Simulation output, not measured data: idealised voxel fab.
Process module heading - voxel air gaps
We display cut, a cross-section 275 nm in width whose square cells are each 5 nm.
Heads up, the way a cross-section reads in here is a grid of square cells, handed over as bands from the top down, with every band being one or more rows of cells. Quick guide to a band line: top height, bottom height (nm) up front; then every material left to right with its width in nm. Only one material and it's marked "throughout"? Then it fills the band edge to edge. And "empty" just means empty space. Heights from 0 (as-received wafer is one material below). Bottom band endless downward, as "0 nm and below". When a width is written as two numbers, as in "30 to 40", the first number is the width in the top row of cells of the band and the second is the width in its bottom row, and the width changes by the same amount from each row to the next. No cell of the cross-section changed in a step that is given as "no alterations made". This entry, "closed voids", enumerates those empty regions of no fewer than 8 cells that possess no open connection to the top. Each region is reported in the form width x height at distance, the distance being taken from the left edge, with all three quantities expressed in nm. It should be noted that, on the line of a given step, the content following the step's settings is a remark produced by the simulator itself with respect to that step. overlay nm: for a step with a mask, the amount by which the mask lay right of where it was planned; a negative amount means left of it.

# Listed below are the process steps as planned
- 1: RECEIVE with material Si
- 2: CONFORMAL_DEP with material SiO2, thk nm 10
- 3: CONFORMAL_DEP with material SiCN, thk nm 5
- 4: DIRECTIONAL_DEP with material SiO2, thk nm 35
- 5: PATTERN with tone open, mask id LINES, material resist, width nm 20, pitch nm 50, thk nm 20, overlay nm 0
- 6: DIRECTIONAL_ETCH with etch materials SiO2, depth nm 35
- 7: STRIP with etch materials resist
- 8: CONFORMAL_DEP with material TiN, thk nm 5
- 9: FILL_DEP with material Cu, thk nm 10
- 10: CMP with height nm 50
- 11: EPI with material Ru, thk nm 10
- 12: SELECTIVE_ETCH with etch materials SiO2, depth nm 45
- 13: CONFORMAL_DEP with material SiCN, thk nm 5

# Account of the first of two wafers, which was processed as intended

# Cross-sectional view of the wafer in its as-received condition, corresponding to the state after step 1
0 nm and below = Si throughout
closed voids: none

# Cross-section through the wafer, step 2 finished
10 nm to 0 nm = SiO2 throughout
Heights below 0 show no change.

# Cross-section through the wafer, step 3 finished
15 nm to 10 nm = SiCN throughout
Heights below 10 show no change.

# Cross-section through the wafer, step 4 finished
50 nm to 15 nm = SiO2 throughout
Heights below 15 show no change.

# Cross-section through the wafer, step 5 finished
70 nm to 50 nm = resist: 75, empty: 20, resist: 30, empty: 20, resist: 30, empty: 20, resist: 80
Heights below 50 show no change.

# Cross-section through the wafer, step 6 finished
70 nm to 50 nm = resist: 75, empty: 20, resist: 30, empty: 20, resist: 30, empty: 20, resist: 80
50 nm to 15 nm = SiO2: 75, empty: 20, SiO2: 30, empty: 20, SiO2: 30, empty: 20, SiO2: 80
Heights below 15 show no change.

# Cross-section through the wafer, step 7 finished
50 nm to 15 nm = SiO2: 75, empty: 20, SiO2: 30, empty: 20, SiO2: 30, empty: 20, SiO2: 80
Heights below 15 show no change.

# Cross-section through the wafer, step 8 finished
55 nm to 50 nm = TiN: 80, empty: 10, TiN: 40, empty: 10, TiN: 40, empty: 10, TiN: 85
50 nm to 20 nm = SiO2: 75, TiN: 5, empty: 10, TiN: 5, SiO2: 30, TiN: 5, empty: 10, TiN: 5, SiO2: 30, TiN: 5, empty: 10, TiN: 5, SiO2: 80
20 nm to 15 nm = SiO2: 75, TiN: 20, SiO2: 30, TiN: 20, SiO2: 30, TiN: 20, SiO2: 80
Heights below 15 show no change.

# Cross-section through the wafer, step 9 finished
65 nm to 55 nm = Cu throughout
55 nm to 50 nm = TiN: 80, Cu: 10, TiN: 40, Cu: 10, TiN: 40, Cu: 10, TiN: 85
50 nm to 20 nm = SiO2: 75, TiN: 5, Cu: 10, TiN: 5, SiO2: 30, TiN: 5, Cu: 10, TiN: 5, SiO2: 30, TiN: 5, Cu: 10, TiN: 5, SiO2: 80
Heights below 20 show no change.

# Cross-section through the wafer, step 10 finished
50 nm to 20 nm = SiO2: 75, TiN: 5, Cu: 10, TiN: 5, SiO2: 30, TiN: 5, Cu: 10, TiN: 5, SiO2: 30, TiN: 5, Cu: 10, TiN: 5, SiO2: 80
Heights below 20 show no change.

# Cross-section through the wafer, step 11 finished
60 nm to 50 nm = empty: 65, Ru: 40, empty: 10, Ru: 40, empty: 10, Ru: 40, empty: 70
Heights below 50 show no change.

# Cross-section through the wafer, step 12 finished
60 nm to 50 nm = empty: 65, Ru: 40, empty: 10, Ru: 40, empty: 10, Ru: 40, empty: 70
50 nm to 20 nm = empty: 75, TiN: 5, Cu: 10, TiN: 5, empty: 30, TiN: 5, Cu: 10, TiN: 5, empty: 30, TiN: 5, Cu: 10, TiN: 5, empty: 80
20 nm to 15 nm = empty: 75, TiN: 20, empty: 30, TiN: 20, empty: 30, TiN: 20, empty: 80
Heights below 15 show no change.

# Cross-section through the wafer, step 13 finished
65 nm to 60 nm = empty: 60, SiCN: 150, empty: 65
60 nm to 50 nm = empty: 60, SiCN: 5, Ru: 40, SiCN: 10, Ru: 40, SiCN: 10, Ru: 40, SiCN: 5, empty: 65
50 nm to 45 nm = empty: 60, SiCN: 15, TiN: 5, Cu: 10, TiN: 5, SiCN: 30, TiN: 5, Cu: 10, TiN: 5, SiCN: 30, TiN: 5, Cu: 10, TiN: 5, SiCN: 15, empty: 65
45 nm to 20 nm = empty: 70, SiCN: 5, TiN: 5, Cu: 10, TiN: 5, SiCN: 5, empty: 20, SiCN: 5, TiN: 5, Cu: 10, TiN: 5, SiCN: 5, empty: 20, SiCN: 5, TiN: 5, Cu: 10, TiN: 5, SiCN: 5, empty: 75
20 nm to 15 nm = SiCN: 75, TiN: 20, SiCN: 30, TiN: 20, SiCN: 30, TiN: 20, SiCN: 80
Heights below 15 show no change.
closed voids: 20 x 25 at 100; 20 x 25 at 150

# Second Wafer (Identical Start and Plan, One Processing Error; Matches First Wafer Through Step 4)

# What the second wafer looks like in cross-section when step 5 should have wrapped up
70 nm to 50 nm = resist: 65, empty: 20, resist: 30, empty: 20, resist: 30, empty: 20, resist: 90
Heights below 50 show no change.

# What the second wafer looks like in cross-section when step 6 should have wrapped up
70 nm to 50 nm = resist: 65, empty: 20, resist: 30, empty: 20, resist: 30, empty: 20, resist: 90
50 nm to 15 nm = SiO2: 65, empty: 20, SiO2: 30, empty: 20, SiO2: 30, empty: 20, SiO2: 90
Heights below 15 show no change.

# What the second wafer looks like in cross-section when step 7 should have wrapped up
50 nm to 15 nm = SiO2: 65, empty: 20, SiO2: 30, empty: 20, SiO2: 30, empty: 20, SiO2: 90
Heights below 15 show no change.

# What the second wafer looks like in cross-section when step 8 should have wrapped up
55 nm to 50 nm = TiN: 70, empty: 10, TiN: 40, empty: 10, TiN: 40, empty: 10, TiN: 95
50 nm to 20 nm = SiO2: 65, TiN: 5, empty: 10, TiN: 5, SiO2: 30, TiN: 5, empty: 10, TiN: 5, SiO2: 30, TiN: 5, empty: 10, TiN: 5, SiO2: 90
20 nm to 15 nm = SiO2: 65, TiN: 20, SiO2: 30, TiN: 20, SiO2: 30, TiN: 20, SiO2: 90
Heights below 15 show no change.

# What the second wafer looks like in cross-section when step 9 should have wrapped up
65 nm to 55 nm = Cu throughout
55 nm to 50 nm = TiN: 70, Cu: 10, TiN: 40, Cu: 10, TiN: 40, Cu: 10, TiN: 95
50 nm to 20 nm = SiO2: 65, TiN: 5, Cu: 10, TiN: 5, SiO2: 30, TiN: 5, Cu: 10, TiN: 5, SiO2: 30, TiN: 5, Cu: 10, TiN: 5, SiO2: 90
Heights below 20 show no change.

# What the second wafer looks like in cross-section when step 10 should have wrapped up
50 nm to 20 nm = SiO2: 65, TiN: 5, Cu: 10, TiN: 5, SiO2: 30, TiN: 5, Cu: 10, TiN: 5, SiO2: 30, TiN: 5, Cu: 10, TiN: 5, SiO2: 90
Heights below 20 show no change.

# What the second wafer looks like in cross-section when step 11 should have wrapped up
60 nm to 50 nm = empty: 55, Ru: 40, empty: 10, Ru: 40, empty: 10, Ru: 40, empty: 80
Heights below 50 show no change.

# What the second wafer looks like in cross-section when step 12 should have wrapped up
60 nm to 50 nm = empty: 55, Ru: 40, empty: 10, Ru: 40, empty: 10, Ru: 40, empty: 80
50 nm to 20 nm = empty: 65, TiN: 5, Cu: 10, TiN: 5, empty: 30, TiN: 5, Cu: 10, TiN: 5, empty: 30, TiN: 5, Cu: 10, TiN: 5, empty: 90
20 nm to 15 nm = empty: 65, TiN: 20, empty: 30, TiN: 20, empty: 30, TiN: 20, empty: 90
Heights below 15 show no change.

# What the second wafer looks like in cross-section when step 13 should have wrapped up
65 nm to 60 nm = empty: 50, SiCN: 150, empty: 75
60 nm to 50 nm = empty: 50, SiCN: 5, Ru: 40, SiCN: 10, Ru: 40, SiCN: 10, Ru: 40, SiCN: 5, empty: 75
50 nm to 45 nm = empty: 50, SiCN: 15, TiN: 5, Cu: 10, TiN: 5, SiCN: 30, TiN: 5, Cu: 10, TiN: 5, SiCN: 30, TiN: 5, Cu: 10, TiN: 5, SiCN: 15, empty: 75
45 nm to 20 nm = empty: 60, SiCN: 5, TiN: 5, Cu: 10, TiN: 5, SiCN: 5, empty: 20, SiCN: 5, TiN: 5, Cu: 10, TiN: 5, SiCN: 5, empty: 20, SiCN: 5, TiN: 5, Cu: 10, TiN: 5, SiCN: 5, empty: 85
20 nm to 15 nm = SiCN: 65, TiN: 20, SiCN: 30, TiN: 20, SiCN: 30, TiN: 20, SiCN: 90
Heights below 15 show no change.
closed voids: 20 x 25 at 90; 20 x 25 at 140
Processing error: step 5 was processed under conditions differing from the plan, specifically as PATTERN with tone open, mask id LINES, material resist, width nm 20, pitch nm 50, thk nm 20, overlay nm -10
So at the finish, the second wafer's got exactly as many cells of each material as the first, just not in the same spots.
